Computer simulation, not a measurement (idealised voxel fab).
process module | voxel capacitor over wiring
cross-section cut | 255 nm wide | cells 5 nm
A cross-section is a grid of square cells, given in bands from the top down. A band is one or more rows of cells.
Each band's line starts with the height of the band's top and of its bottom, in nm. Then come its materials from left to right, each with its width in nm. One material with "throughout" fills the band from edge to edge. "air" is empty space.
Height 0 is the level under which the wafer as received is all one material. The lowest band goes on downwards, as in "0 down".
A width such as "30 to 40" changes by the same amount from each row of cells to the next, from the band's top row to its bottom row.
"no change" after a step means that no cell of the cross-section changed.
closed voids: empty space of 8 cells or more with no open way to the top, each as width x height at its distance from the left edge, in nm
after a step's settings: what the simulator itself notes on the step
overlay nm, on a step with a mask: how far to the right of its planned place the mask lay; to the left if negative
Each pair below shows a cross-section before one step and the cross-section after it, down to the lowest band that changed. The line under each pair gives the step between them, with its settings. The pairs can come from different runs of this module on the same starting wafer, so a pair continues from the pair above only where its "before" says so.
before
  0 down: Si throughout
  closed voids: none
after
  15 to 0: SiO2 throughout
  below 0: unchanged
  closed voids: none
the step between: op CONFORMAL_DEP | material SiO2 | thk nm 15
before: the cross-section after the pair above
after
  20 to 15: TiN throughout
  below 15: unchanged
  closed voids: none
the step between: op DIRECTIONAL_DEP | material TiN | thk nm 5
before: the cross-section after the pair above
after
  40 to 20: W throughout
  below 20: unchanged
  closed voids: none
the step between: op DIRECTIONAL_DEP | material W | thk nm 20
before: the cross-section after the pair above
after
  40 to 20: air 75 | W 20 | air 65 | W 20 | air 75
  below 20: unchanged
  closed voids: none
the step between: op MASKED_ETCH | tone cover | mask id METAL_1 | width nm 20 | pitch nm 85 | etch materials W | depth nm 20 | overlay nm 0
before: the cross-section after the pair above
after
  40 to 20: air 75 | W 20 | air 65 | W 20 | air 75
  20 to 15: air 75 | TiN 20 | air 65 | TiN 20 | air 75
  below 15: unchanged
  closed voids: none
the step between: op MASKED_ETCH | tone cover | mask id METAL_1 | width nm 20 | pitch nm 85 | etch materials TiN | depth nm 5 | overlay nm 0
before: the cross-section after the pair above
after
  45 to 40: lowk throughout
  40 to 20: lowk 75 | W 20 | lowk 65 | W 20 | lowk 75
  20 to 15: lowk 75 | TiN 20 | lowk 65 | TiN 20 | lowk 75
  below 15: unchanged
  closed voids: none
the step between: op FILL_DEP | material lowk | thk nm 5
before: the cross-section after the pair above
after
  40 to 20: lowk 75 | W 20 | lowk 65 | W 20 | lowk 75
  below 20: unchanged
  closed voids: none
the step between: op CMP | height nm 40
before: the cross-section after the pair above
after
  45 to 40: SiCN throughout
  below 40: unchanged
  closed voids: none
the step between: op CONFORMAL_DEP | material SiCN | thk nm 5
before: the cross-section after the pair above
after
  55 to 45: lowk throughout
  below 45: unchanged
  closed voids: none
the step between: op DIRECTIONAL_DEP | material lowk | thk nm 10
before: the cross-section after the pair above
after
  65 to 55: aC throughout
  below 55: unchanged
  closed voids: none
the step between: op DIRECTIONAL_DEP | material aC | thk nm 10
before: the cross-section after the pair above
after
  95 to 65: resist 80 | air 15 | resist 160
  below 65: unchanged
  closed voids: none
the step between: op PATTERN | tone open | mask id PLUG_1 | material resist | width nm 15 | thk nm 30 | overlay nm 0
before: the cross-section after the pair above
after
  85 to 65: resist 80 | air 15 | resist 160
  65 to 55: aC 80 | air 15 | aC 160
  below 55: unchanged
  closed voids: none
the step between: op DIRECTIONAL_ETCH | etch materials aC | depth nm 10
before: the cross-section after the pair above
after
  65 to 55: aC 80 | air 15 | aC 160
  below 55: unchanged
  closed voids: none
the step between: op STRIP | etch materials resist
before: the cross-section after the pair above
after
  65 to 55: aC 80 | air 15 | aC 160
  55 to 45: lowk 80 | air 15 | lowk 160
  below 45: unchanged
  closed voids: none
the step between: op DIRECTIONAL_ETCH | etch materials lowk | depth nm 10
before: the cross-section after the pair above
after
  65 to 55: aC 80 | air 15 | aC 160
  55 to 45: lowk 80 | air 15 | lowk 160
  45 to 40: SiCN 80 | air 15 | SiCN 160
  below 40: unchanged
  closed voids: none
the step between: op DIRECTIONAL_ETCH | etch materials SiCN | depth nm 5
before: the cross-section after the pair above
after
  55 to 45: lowk 80 | air 15 | lowk 160
  below 45: unchanged
  closed voids: none
the step between: op STRIP | etch materials aC
before: the cross-section after the pair above
after
  55 to 50: lowk 80 | air 15 | lowk 160
  50 to 45: lowk 80 | Ru 15 | lowk 160
  45 to 40: SiCN 80 | Ru 15 | SiCN 160
  below 40: unchanged
  closed voids: none
the step between: op EPI | material Ru | thk nm 10
before: the cross-section after the pair above
after
  55 to 45: lowk 80 | Ru 15 | lowk 160
  below 45: unchanged
  closed voids: none
the step between: op EPI | material Ru | thk nm 5
before: the cross-section after the pair above
after
  65 to 55: TiN throughout
  below 55: unchanged
  closed voids: none
the step between: op DIRECTIONAL_DEP | material TiN | thk nm 10
before: the cross-section after the pair above
after
  70 to 65: Al2O3 throughout
  below 65: unchanged
  closed voids: none
the step between: op DIRECTIONAL_DEP | material Al2O3 | thk nm 5
before: the cross-section after the pair above
after
  75 to 70: TiN throughout
  below 70: unchanged
  closed voids: none
the step between: op DIRECTIONAL_DEP | material TiN | thk nm 5
before: the cross-section after the pair above
after
  85 to 75: aC throughout
  below 75: unchanged
  closed voids: none
the step between: op DIRECTIONAL_DEP | material aC | thk nm 10
before: the cross-section after the pair above
after
  110 to 85: air 80 | resist 70 | air 105
  below 85: unchanged
  closed voids: none
the step between: op PATTERN | tone cover | mask id UPPER_PLATE | material resist | width nm 70 | thk nm 25 | overlay nm 0
before: the cross-section after the pair above
after
  100 to 85: air 80 | resist 70 | air 105
  85 to 75: air 80 | aC 70 | air 105
  below 75: unchanged
  closed voids: none
the step between: op DIRECTIONAL_ETCH | etch materials aC | depth nm 10
before: the cross-section after the pair above
after
  85 to 75: air 80 | aC 70 | air 105
  below 75: unchanged
  closed voids: none
the step between: op STRIP | etch materials resist
before: the cross-section after the pair above
after
  85 to 75: air 80 | aC 70 | air 105
  75 to 70: air 80 | TiN 70 | air 105
  below 70: unchanged
  closed voids: none
the step between: op DIRECTIONAL_ETCH | etch materials TiN | depth nm 5
before: the cross-section after the pair above
after
  85 to 75: air 80 | aC 70 | air 105
  75 to 70: air 80 | TiN 70 | air 105
  70 to 65: air 80 | Al2O3 70 | air 105
  below 65: unchanged
  closed voids: none
the step between: op DIRECTIONAL_ETCH | etch materials Al2O3 | depth nm 5
before: the cross-section after the pair above
after
  75 to 70: air 80 | TiN 70 | air 105
  below 70: unchanged
  closed voids: none
the step between: op STRIP | etch materials aC
before: the cross-section after the pair above
after
  90 to 80: air 80 | aC 70 | air 105
  80 to 75: aC throughout
  75 to 70: aC 80 | TiN 70 | aC 105
  70 to 65: aC 80 | Al2O3 70 | aC 105
  below 65: unchanged
  closed voids: none
the step between: op DIRECTIONAL_DEP | material aC | thk nm 15
before: the cross-section after the pair above
after
  125 to 90: air 75 | resist 80 | air 100
  90 to 80: air 75 | resist 5 | aC 70 | resist 5 | air 100
  below 80: unchanged
  closed voids: none
the step between: op PATTERN | tone cover | mask id LOWER_PLATE | material resist | width nm 80 | thk nm 35 | overlay nm 0
before: the cross-section after the pair above
after
  110 to 90: air 75 | resist 80 | air 100
  90 to 80: air 75 | resist 5 | aC 70 | resist 5 | air 100
  80 to 75: air 75 | aC 80 | air 100
  75 to 70: air 75 | aC 5 | TiN 70 | aC 5 | air 100
  70 to 65: air 75 | aC 5 | Al2O3 70 | aC 5 | air 100
  below 65: unchanged
  closed voids: none
the step between: op DIRECTIONAL_ETCH | etch materials aC | depth nm 15
before: the cross-section after the pair above
after
  90 to 80: air 80 | aC 70 | air 105
  below 80: unchanged
  closed voids: none
the step between: op STRIP | etch materials resist
before: the cross-section after the pair above
after
  90 to 80: air 80 | aC 70 | air 105
  80 to 75: air 75 | aC 80 | air 100
  75 to 70: air 75 | aC 5 | TiN 70 | aC 5 | air 100
  70 to 65: air 75 | aC 5 | Al2O3 70 | aC 5 | air 100
  65 to 55: air 75 | TiN 80 | air 100
  below 55: unchanged
  closed voids: none
the step between: op DIRECTIONAL_ETCH | etch materials TiN | depth nm 10
before: the cross-section after the pair above
after
  75 to 70: air 80 | TiN 70 | air 105
  70 to 65: air 80 | Al2O3 70 | air 105
  below 65: unchanged
  closed voids: none
the step between: op STRIP | etch materials aC
before: the cross-section after the pair above
after
  90 to 75: SiO2 throughout
  75 to 70: SiO2 80 | TiN 70 | SiO2 105
  70 to 65: SiO2 80 | Al2O3 70 | SiO2 105
  65 to 55: SiO2 75 | TiN 80 | SiO2 100
  below 55: unchanged
  closed voids: none
the step between: op FILL_DEP | material SiO2 | thk nm 15
before: the cross-section after the pair above
after
  85 to 75: SiO2 throughout
  below 75: unchanged
  closed voids: none
the step between: op CMP | height nm 85
before: the cross-section after the pair above
after
  85 to 75: SiO2 90 | air 15 | SiO2 150
  below 75: unchanged
  closed voids: none
the step between: op MASKED_ETCH | tone open | mask id PLUG_2 | width nm 15 | etch materials SiO2 | depth nm 10 | overlay nm 0
before: the cross-section after the pair above
after
  90 to 85: TiN 95 | air 5 | TiN 155
  85 to 80: SiO2 90 | TiN 5 | air 5 | TiN 5 | SiO2 150
  80 to 70: SiO2 90 to 80 | TiN 15 to 70 | SiO2 150 to 105
  below 70: unchanged
  closed voids: none
the step between: op CONFORMAL_DEP | material TiN | thk nm 5
before: the cross-section after the pair above
after
  95 to 90: W throughout
  90 to 85: TiN 95 | W 5 | TiN 155
  85 to 80: SiO2 90 | TiN 5 | W 5 | TiN 5 | SiO2 150
  below 80: unchanged
  closed voids: none
the step between: op FILL_DEP | material W | thk nm 5
before: the cross-section after the pair above
after
  85 to 80: SiO2 90 | TiN 5 | W 5 | TiN 5 | SiO2 150
  below 80: unchanged
  closed voids: none
the step between: op CMP | height nm 85
before: the cross-section after the pair above
after
  90 to 85: SiN throughout
  below 85: unchanged
  closed voids: none
the step between: op CONFORMAL_DEP | material SiN | thk nm 5
before
  55 to 45: lowk 80 | air 15 | lowk 160
  45 to 40: SiCN 80 | air 15 | SiCN 160
  40 to 20: lowk 75 | W 20 | lowk 65 | W 20 | lowk 75
  20 to 15: lowk 75 | TiN 20 | lowk 65 | TiN 20 | lowk 75
  15 to 0: SiO2 throughout
  0 down: Si throughout
  closed voids: none
after
  55 to 45: lowk 80 | air 15 | lowk 160
  45 to 40: SiCN 80 | Ru 15 | SiCN 160
  below 40: unchanged
  closed voids: none
the step between: op EPI | material Ru | thk nm 5
before: the cross-section after the pair above
after
  65 to 55: TiN 80 | air 15 | TiN 160
  55 to 45: lowk 80 | TiN 15 | lowk 160
  below 45: unchanged
  closed voids: none
the step between: op DIRECTIONAL_DEP | material TiN | thk nm 10
before: the cross-section after the pair above
after
  70 to 65: Al2O3 80 | air 15 | Al2O3 160
  65 to 60: TiN 80 | air 15 | TiN 160
  60 to 55: TiN 80 | Al2O3 15 | TiN 160
  below 55: unchanged
  closed voids: none
the step between: op DIRECTIONAL_DEP | material Al2O3 | thk nm 5
before: the cross-section after the pair above
after
  75 to 70: TiN 80 | air 15 | TiN 160
  70 to 65: Al2O3 80 | air 15 | Al2O3 160
  65 to 60: TiN throughout
  below 60: unchanged
  closed voids: none
the step between: op DIRECTIONAL_DEP | material TiN | thk nm 5
before: the cross-section after the pair above
after
  85 to 75: aC 80 | air 15 | aC 160
  75 to 70: TiN 80 | aC 15 | TiN 160
  70 to 65: Al2O3 80 | aC 15 | Al2O3 160
  below 65: unchanged
  closed voids: none
the step between: op DIRECTIONAL_DEP | material aC | thk nm 10
before: the cross-section after the pair above
after
  110 to 85: air 80 | resist 70 | air 105
  85 to 75: aC 80 | resist 15 | aC 160
  below 75: unchanged
  closed voids: none
the step between: op PATTERN | tone cover | mask id UPPER_PLATE | material resist | width nm 70 | thk nm 25 | overlay nm 0
before: the cross-section after the pair above
after
  100 to 85: air 80 | resist 70 | air 105
  85 to 75: air 80 | resist 15 | aC 55 | air 105
  below 75: unchanged
  closed voids: none
the step between: op DIRECTIONAL_ETCH | etch materials aC | depth nm 10
before: the cross-section after the pair above
after
  85 to 75: air 95 | aC 55 | air 105
  below 75: unchanged
  closed voids: none
the step between: op STRIP | etch materials resist
before: the cross-section after the pair above
after
  85 to 75: air 95 | aC 55 | air 105
  75 to 70: air 80 | aC 15 | TiN 55 | air 105
  below 70: unchanged
  closed voids: none
the step between: op DIRECTIONAL_ETCH | etch materials TiN | depth nm 5
before: the cross-section after the pair above
after
  85 to 75: air 95 | aC 55 | air 105
  75 to 70: air 80 | aC 15 | TiN 55 | air 105
  70 to 65: air 80 | aC 15 | Al2O3 55 | air 105
  below 65: unchanged
  closed voids: none
the step between: op DIRECTIONAL_ETCH | etch materials Al2O3 | depth nm 5
before: the cross-section after the pair above
after
  75 to 70: air 95 | TiN 55 | air 105
  70 to 65: air 95 | Al2O3 55 | air 105
  below 65: unchanged
  closed voids: none
the step between: op STRIP | etch materials aC
before: the cross-section after the pair above
after
  90 to 80: air 95 | aC 55 | air 105
  80 to 75: aC throughout
  75 to 70: aC 95 | TiN 55 | aC 105
  70 to 65: aC 95 | Al2O3 55 | aC 105
  below 65: unchanged
  closed voids: none
the step between: op DIRECTIONAL_DEP | material aC | thk nm 15
before: the cross-section after the pair above
after
  125 to 90: air 75 | resist 80 | air 100
  90 to 80: air 75 | resist 20 | aC 55 | resist 5 | air 100
  below 80: unchanged
  closed voids: none
the step between: op PATTERN | tone cover | mask id LOWER_PLATE | material resist | width nm 80 | thk nm 35 | overlay nm 0
before: the cross-section after the pair above
after
  110 to 90: air 75 | resist 80 | air 100
  90 to 80: air 75 | resist 20 | aC 55 | resist 5 | air 100
  80 to 75: air 75 | aC 80 | air 100
  75 to 70: air 75 | aC 20 | TiN 55 | aC 5 | air 100
  70 to 65: air 75 | aC 20 | Al2O3 55 | aC 5 | air 100
  below 65: unchanged
  closed voids: none
the step between: op DIRECTIONAL_ETCH | etch materials aC | depth nm 15
before: the cross-section after the pair above
after
  90 to 80: air 95 | aC 55 | air 105
  below 80: unchanged
  closed voids: none
the step between: op STRIP | etch materials resist
before: the cross-section after the pair above
after
  90 to 80: air 95 | aC 55 | air 105
  80 to 75: air 75 | aC 80 | air 100
  75 to 70: air 75 | aC 20 | TiN 55 | aC 5 | air 100
  70 to 65: air 75 | aC 20 | Al2O3 55 | aC 5 | air 100
  65 to 60: air 75 | TiN 80 | air 100
  60 to 55: air 75 | TiN 5 | Al2O3 15 | TiN 60 | air 100
  below 55: unchanged
  closed voids: none
the step between: op DIRECTIONAL_ETCH | etch materials TiN | depth nm 10
before: the cross-section after the pair above
after
  75 to 70: air 95 | TiN 55 | air 105
  70 to 65: air 95 | Al2O3 55 | air 105
  below 65: unchanged
  closed voids: none
the step between: op STRIP | etch materials aC
before: the cross-section after the pair above
after
  90 to 75: SiO2 throughout
  75 to 70: SiO2 95 | TiN 55 | SiO2 105
  70 to 65: SiO2 95 | Al2O3 55 | SiO2 105
  65 to 60: SiO2 75 | TiN 80 | SiO2 100
  60 to 55: SiO2 75 | TiN 5 | Al2O3 15 | TiN 60 | SiO2 100
  below 55: unchanged
  closed voids: none
the step between: op FILL_DEP | material SiO2 | thk nm 15
before: the cross-section after the pair above
after
  85 to 75: SiO2 throughout
  below 75: unchanged
  closed voids: none
the step between: op CMP | height nm 85
before: the cross-section after the pair above
after
  85 to 75: SiO2 90 | air 15 | SiO2 150
  below 75: unchanged
  closed voids: none
the step between: op MASKED_ETCH | tone open | mask id PLUG_2 | width nm 15 | etch materials SiO2 | depth nm 10 | overlay nm 0
before: the cross-section after the pair above
after
  90 to 85: TiN 95 | air 5 | TiN 155
  85 to 80: SiO2 90 | TiN 5 | air 5 | TiN 5 | SiO2 150
  80 to 70: SiO2 90 to 95 | TiN 15 to 55 | SiO2 150 to 105
  below 70: unchanged
  closed voids: none
the step between: op CONFORMAL_DEP | material TiN | thk nm 5
before: the cross-section after the pair above
after
  95 to 90: W throughout
  90 to 85: TiN 95 | W 5 | TiN 155
  85 to 80: SiO2 90 | TiN 5 | W 5 | TiN 5 | SiO2 150
  below 80: unchanged
  closed voids: none
the step between: op FILL_DEP | material W | thk nm 5
before: the cross-section after the pair above
after
  85 to 80: SiO2 90 | TiN 5 | W 5 | TiN 5 | SiO2 150
  below 80: unchanged
  closed voids: none
the step between: op CMP | height nm 85
before: the cross-section after the pair above
after
  90 to 85: SiN throughout
  below 85: unchanged
  closed voids: none
the step between: op CONFORMAL_DEP | material SiN | thk nm 5
before
  55 to 50: lowk 80 | air 15 | lowk 160
  50 to 45: lowk 80 | Ru 15 | lowk 160
  45 to 40: SiCN 80 | Ru 15 | SiCN 160
  40 to 20: lowk 75 | W 20 | lowk 65 | W 20 | lowk 75
  20 to 15: lowk 75 | TiN 20 | lowk 65 | TiN 20 | lowk 75
  15 to 0: SiO2 throughout
  0 down: Si throughout
  closed voids: none
after
  60 to 55: air 75 | Ru 25 | air 155
  55 to 45: lowk 80 | Ru 15 | lowk 160
  below 45: unchanged
  closed voids: none
the step between: op EPI | material Ru | thk nm 10
before: the cross-section after the pair above
after
  65 to 55: air 70 | Ru 35 | air 150
  below 55: unchanged
  closed voids: none
the step between: op EPI | material Ru | thk nm 5
before: the cross-section after the pair above
after
  75 to 65: air 70 | TiN 35 | air 150
  65 to 55: TiN 70 | Ru 35 | TiN 150
  below 55: unchanged
  closed voids: none
the step between: op DIRECTIONAL_DEP | material TiN | thk nm 10
before: the cross-section after the pair above
after
  80 to 75: air 70 | Al2O3 35 | air 150
  75 to 70: air 70 | TiN 35 | air 150
  70 to 65: Al2O3 70 | TiN 35 | Al2O3 150
  below 65: unchanged
  closed voids: none
the step between: op DIRECTIONAL_DEP | material Al2O3 | thk nm 5
before: the cross-section after the pair above
after
  85 to 80: air 70 | TiN 35 | air 150
  80 to 75: air 70 | Al2O3 35 | air 150
  75 to 70: TiN throughout
  below 70: unchanged
  closed voids: none
the step between: op DIRECTIONAL_DEP | material TiN | thk nm 5
before: the cross-section after the pair above
after
  95 to 85: air 70 | aC 35 | air 150
  85 to 80: aC 70 | TiN 35 | aC 150
  80 to 75: aC 70 | Al2O3 35 | aC 150
  below 75: unchanged
  closed voids: none
the step between: op DIRECTIONAL_DEP | material aC | thk nm 10
before: the cross-section after the pair above
after
  120 to 95: air 80 | resist 70 | air 105
  95 to 85: air 70 | aC 35 | resist 45 | air 105
  below 85: unchanged
  closed voids: none
the step between: op PATTERN | tone cover | mask id UPPER_PLATE | material resist | width nm 70 | thk nm 25 | overlay nm 0
before: the cross-section after the pair above
after
  110 to 95: air 80 | resist 70 | air 105
  95 to 85: air 80 | aC 25 | resist 45 | air 105
  85 to 80: air 70 | TiN 35 | aC 45 | air 105
  80 to 75: air 70 | Al2O3 35 | aC 45 | air 105
  below 75: unchanged
  closed voids: none
the step between: op DIRECTIONAL_ETCH | etch materials aC | depth nm 10
before: the cross-section after the pair above
after
  95 to 85: air 80 | aC 25 | air 150
  below 85: unchanged
  closed voids: none
the step between: op STRIP | etch materials resist
before: the cross-section after the pair above
after
  95 to 85: air 80 | aC 25 | air 150
  85 to 80: air 80 | TiN 25 | aC 45 | air 105
  80 to 75: air 70 | Al2O3 35 | aC 45 | air 105
  75 to 70: air 70 | TiN 80 | air 105
  below 70: unchanged
  closed voids: none
the step between: op DIRECTIONAL_ETCH | etch materials TiN | depth nm 5
before: the cross-section after the pair above
after
  95 to 85: air 80 | aC 25 | air 150
  85 to 80: air 80 | TiN 25 | aC 45 | air 105
  80 to 75: air 80 | Al2O3 25 | aC 45 | air 105
  75 to 70: air 70 | TiN 80 | air 105
  70 to 65: air 70 | TiN 35 | Al2O3 45 | air 105
  below 65: unchanged
  closed voids: none
the step between: op DIRECTIONAL_ETCH | etch materials Al2O3 | depth nm 5
before: the cross-section after the pair above
after
  85 to 80: air 80 | TiN 25 | air 150
  80 to 75: air 80 | Al2O3 25 | air 150
  below 75: unchanged
  closed voids: none
the step between: op STRIP | etch materials aC
before: the cross-section after the pair above
after
  100 to 90: air 80 | aC 25 | air 150
  90 to 85: air 70 | aC 80 | air 105
  85 to 80: air 70 | aC 10 | TiN 25 | aC 45 | air 105
  80 to 75: aC 80 | Al2O3 25 | aC 150
  75 to 70: aC 70 | TiN 80 | aC 105
  70 to 65: aC 70 | TiN 35 | Al2O3 45 | aC 105
  below 65: unchanged
  closed voids: none
the step between: op DIRECTIONAL_DEP | material aC | thk nm 15
before: the cross-section after the pair above
after
  135 to 100: air 75 | resist 80 | air 100
  100 to 90: air 75 | resist 5 | aC 25 | resist 50 | air 100
  90 to 85: air 70 | aC 80 | resist 5 | air 100
  85 to 80: air 70 | aC 10 | TiN 25 | aC 45 | resist 5 | air 100
  below 80: unchanged
  closed voids: none
the step between: op PATTERN | tone cover | mask id LOWER_PLATE | material resist | width nm 80 | thk nm 35 | overlay nm 0
before: the cross-section after the pair above
after
  120 to 100: air 75 | resist 80 | air 100
  100 to 90: air 75 | resist 5 | aC 25 | resist 50 | air 100
  90 to 85: air 75 | aC 75 | resist 5 | air 100
  85 to 80: air 75 | aC 5 | TiN 25 | aC 45 | resist 5 | air 100
  80 to 75: air 75 | aC 5 | Al2O3 25 | aC 50 | air 100
  75 to 70: air 70 | TiN 80 | aC 5 | air 100
  70 to 65: air 70 | TiN 35 | Al2O3 45 | aC 5 | air 100
  below 65: unchanged
  closed voids: none
the step between: op DIRECTIONAL_ETCH | etch materials aC | depth nm 15
before: the cross-section after the pair above
after
  100 to 90: air 80 | aC 25 | air 150
  90 to 85: air 75 | aC 75 | air 105
  85 to 80: air 75 | aC 5 | TiN 25 | aC 45 | air 105
  below 80: unchanged
  closed voids: none
the step between: op STRIP | etch materials resist
before: the cross-section after the pair above
after
  100 to 90: air 80 | aC 25 | air 150
  90 to 85: air 75 | aC 75 | air 105
  85 to 80: air 75 | aC 5 | TiN 25 | aC 45 | air 105
  80 to 75: air 75 | aC 5 | Al2O3 25 | aC 50 | air 100
  75 to 70: air 75 | TiN 75 | aC 5 | air 100
  70 to 65: air 75 | TiN 30 | Al2O3 45 | aC 5 | air 100
  65 to 55: air 70 | Ru 35 | TiN 50 | air 100
  below 55: unchanged
  closed voids: none
the step between: op DIRECTIONAL_ETCH | etch materials TiN | depth nm 10
before: the cross-section after the pair above
after
  85 to 80: air 80 | TiN 25 | air 150
  80 to 75: air 80 | Al2O3 25 | air 150
  75 to 70: air 75 | TiN 75 | air 105
  70 to 65: air 75 | TiN 30 | Al2O3 45 | air 105
  below 65: unchanged
  closed voids: none
the step between: op STRIP | etch materials aC
before: the cross-section after the pair above
after
  100 to 85: SiO2 throughout
  85 to 80: SiO2 80 | TiN 25 | SiO2 150
  80 to 75: SiO2 80 | Al2O3 25 | SiO2 150
  75 to 70: SiO2 75 | TiN 75 | SiO2 105
  70 to 65: SiO2 75 | TiN 30 | Al2O3 45 | SiO2 105
  65 to 55: SiO2 70 | Ru 35 | TiN 50 | SiO2 100
  below 55: unchanged
  closed voids: none
the step between: op FILL_DEP | material SiO2 | thk nm 15
before: the cross-section after the pair above
after
  85 to 80: SiO2 80 | TiN 25 | SiO2 150
  below 80: unchanged
  closed voids: none
the step between: op CMP | height nm 85
before: the cross-section after the pair above
after
  90 to 85: TiN throughout
  below 85: unchanged
  closed voids: none
the step between: op CONFORMAL_DEP | material TiN | thk nm 5
before: the cross-section after the pair above
after
  95 to 90: W throughout
  below 90: unchanged
  closed voids: none
the step between: op FILL_DEP | material W | thk nm 5
before: the cross-section after the pair above
after
  85 to 80: SiO2 80 | TiN 25 | SiO2 150
  below 80: unchanged
  closed voids: none
the step between: op CMP | height nm 85
before: the cross-section after the pair above
after
  90 to 85: SiN throughout
  below 85: unchanged
  closed voids: none
the step between: op CONFORMAL_DEP | material SiN | thk nm 5
before
  15 to 0: SiO2 throughout
  0 down: Si throughout
  closed voids: none
after
  35 to 15: W throughout
  below 15: unchanged
  closed voids: none
the step between: op DIRECTIONAL_DEP | material W | thk nm 20
before: the cross-section after the pair above
after
  40 to 35: TiN throughout
  below 35: unchanged
  closed voids: none
the step between: op DIRECTIONAL_DEP | material TiN | thk nm 5
before: the cross-section after the pair above
after
  40 to 35: air 75 | TiN 20 | air 65 | TiN 20 | air 75
  below 35: unchanged
  closed voids: none
the step between: op MASKED_ETCH | tone cover | mask id METAL_1 | width nm 20 | pitch nm 85 | etch materials TiN | depth nm 5 | overlay nm 0
before: the cross-section after the pair above
after
  45 to 40: lowk throughout
  40 to 35: lowk 75 | TiN 20 | lowk 65 | TiN 20 | lowk 75
  below 35: unchanged
  closed voids: none
the step between: op FILL_DEP | material lowk | thk nm 5
before: the cross-section after the pair above
after
  40 to 35: lowk 75 | TiN 20 | lowk 65 | TiN 20 | lowk 75
  below 35: unchanged
  closed voids: none
the step between: op CMP | height nm 40
before: the cross-section after the pair above
after
  45 to 40: SiCN throughout
  below 40: unchanged
  closed voids: none
the step between: op CONFORMAL_DEP | material SiCN | thk nm 5
before: the cross-section after the pair above
after
  55 to 45: lowk throughout
  below 45: unchanged
  closed voids: none
the step between: op DIRECTIONAL_DEP | material lowk | thk nm 10
before: the cross-section after the pair above
after
  65 to 55: aC throughout
  below 55: unchanged
  closed voids: none
the step between: op DIRECTIONAL_DEP | material aC | thk nm 10
before: the cross-section after the pair above
after
  95 to 65: resist 80 | air 15 | resist 160
  below 65: unchanged
  closed voids: none
the step between: op PATTERN | tone open | mask id PLUG_1 | material resist | width nm 15 | thk nm 30 | overlay nm 0
before: the cross-section after the pair above
after
  85 to 65: resist 80 | air 15 | resist 160
  65 to 55: aC 80 | air 15 | aC 160
  below 55: unchanged
  closed voids: none
the step between: op DIRECTIONAL_ETCH | etch materials aC | depth nm 10
before: the cross-section after the pair above
after
  65 to 55: aC 80 | air 15 | aC 160
  below 55: unchanged
  closed voids: none
the step between: op STRIP | etch materials resist
before: the cross-section after the pair above
after
  65 to 55: aC 80 | air 15 | aC 160
  55 to 45: lowk 80 | air 15 | lowk 160
  below 45: unchanged
  closed voids: none
the step between: op DIRECTIONAL_ETCH | etch materials lowk | depth nm 10
before: the cross-section after the pair above
after
  65 to 55: aC 80 | air 15 | aC 160
  55 to 45: lowk 80 | air 15 | lowk 160
  45 to 40: SiCN 80 | air 15 | SiCN 160
  below 40: unchanged
  closed voids: none
the step between: op DIRECTIONAL_ETCH | etch materials SiCN | depth nm 5
before: the cross-section after the pair above
after
  55 to 45: lowk 80 | air 15 | lowk 160
  below 45: unchanged
  closed voids: none
the step between: op STRIP | etch materials aC
before: the cross-section after the pair above
after
  55 to 50: lowk 80 | air 15 | lowk 160
  50 to 45: lowk 80 | Ru 15 | lowk 160
  45 to 40: SiCN 80 | Ru 15 | SiCN 160
  below 40: unchanged
  closed voids: none
the step between: op EPI | material Ru | thk nm 10
before: the cross-section after the pair above
after
  55 to 45: lowk 80 | Ru 15 | lowk 160
  below 45: unchanged
  closed voids: none
the step between: op EPI | material Ru | thk nm 5
before: the cross-section after the pair above
after
  65 to 55: TiN throughout
  below 55: unchanged
  closed voids: none
the step between: op DIRECTIONAL_DEP | material TiN | thk nm 10
before: the cross-section after the pair above
after
  70 to 65: Al2O3 throughout
  below 65: unchanged
  closed voids: none
the step between: op DIRECTIONAL_DEP | material Al2O3 | thk nm 5
before: the cross-section after the pair above
after
  75 to 70: TiN throughout
  below 70: unchanged
  closed voids: none
the step between: op DIRECTIONAL_DEP | material TiN | thk nm 5
before: the cross-section after the pair above
after
  85 to 75: aC throughout
  below 75: unchanged
  closed voids: none
the step between: op DIRECTIONAL_DEP | material aC | thk nm 10
before: the cross-section after the pair above
after
  110 to 85: air 80 | resist 70 | air 105
  below 85: unchanged
  closed voids: none
the step between: op PATTERN | tone cover | mask id UPPER_PLATE | material resist | width nm 70 | thk nm 25 | overlay nm 0
before: the cross-section after the pair above
after
  100 to 85: air 80 | resist 70 | air 105
  85 to 75: air 80 | aC 70 | air 105
  below 75: unchanged
  closed voids: none
the step between: op DIRECTIONAL_ETCH | etch materials aC | depth nm 10
before: the cross-section after the pair above
after
  85 to 75: air 80 | aC 70 | air 105
  below 75: unchanged
  closed voids: none
the step between: op STRIP | etch materials resist
before: the cross-section after the pair above
after
  85 to 75: air 80 | aC 70 | air 105
  75 to 70: air 80 | TiN 70 | air 105
  below 70: unchanged
  closed voids: none
the step between: op DIRECTIONAL_ETCH | etch materials TiN | depth nm 5
before: the cross-section after the pair above
after
  85 to 75: air 80 | aC 70 | air 105
  75 to 70: air 80 | TiN 70 | air 105
  70 to 65: air 80 | Al2O3 70 | air 105
  below 65: unchanged
  closed voids: none
the step between: op DIRECTIONAL_ETCH | etch materials Al2O3 | depth nm 5
before: the cross-section after the pair above
after
  75 to 70: air 80 | TiN 70 | air 105
  below 70: unchanged
  closed voids: none
the step between: op STRIP | etch materials aC
before: the cross-section after the pair above
after
  90 to 80: air 80 | aC 70 | air 105
  80 to 75: aC throughout
  75 to 70: aC 80 | TiN 70 | aC 105
  70 to 65: aC 80 | Al2O3 70 | aC 105
  below 65: unchanged
  closed voids: none
the step between: op DIRECTIONAL_DEP | material aC | thk nm 15
before: the cross-section after the pair above
after
  125 to 90: air 75 | resist 80 | air 100
  90 to 80: air 75 | resist 5 | aC 70 | resist 5 | air 100
  below 80: unchanged
  closed voids: none
the step between: op PATTERN | tone cover | mask id LOWER_PLATE | material resist | width nm 80 | thk nm 35 | overlay nm 0
before: the cross-section after the pair above
after
  110 to 90: air 75 | resist 80 | air 100
  90 to 80: air 75 | resist 5 | aC 70 | resist 5 | air 100
  80 to 75: air 75 | aC 80 | air 100
  75 to 70: air 75 | aC 5 | TiN 70 | aC 5 | air 100
  70 to 65: air 75 | aC 5 | Al2O3 70 | aC 5 | air 100
  below 65: unchanged
  closed voids: none
the step between: op DIRECTIONAL_ETCH | etch materials aC | depth nm 15
before: the cross-section after the pair above
after
  90 to 80: air 80 | aC 70 | air 105
  below 80: unchanged
  closed voids: none
the step between: op STRIP | etch materials resist
before: the cross-section after the pair above
after
  90 to 80: air 80 | aC 70 | air 105
  80 to 75: air 75 | aC 80 | air 100
  75 to 70: air 75 | aC 5 | TiN 70 | aC 5 | air 100
  70 to 65: air 75 | aC 5 | Al2O3 70 | aC 5 | air 100
  65 to 55: air 75 | TiN 80 | air 100
  below 55: unchanged
  closed voids: none
the step between: op DIRECTIONAL_ETCH | etch materials TiN | depth nm 10
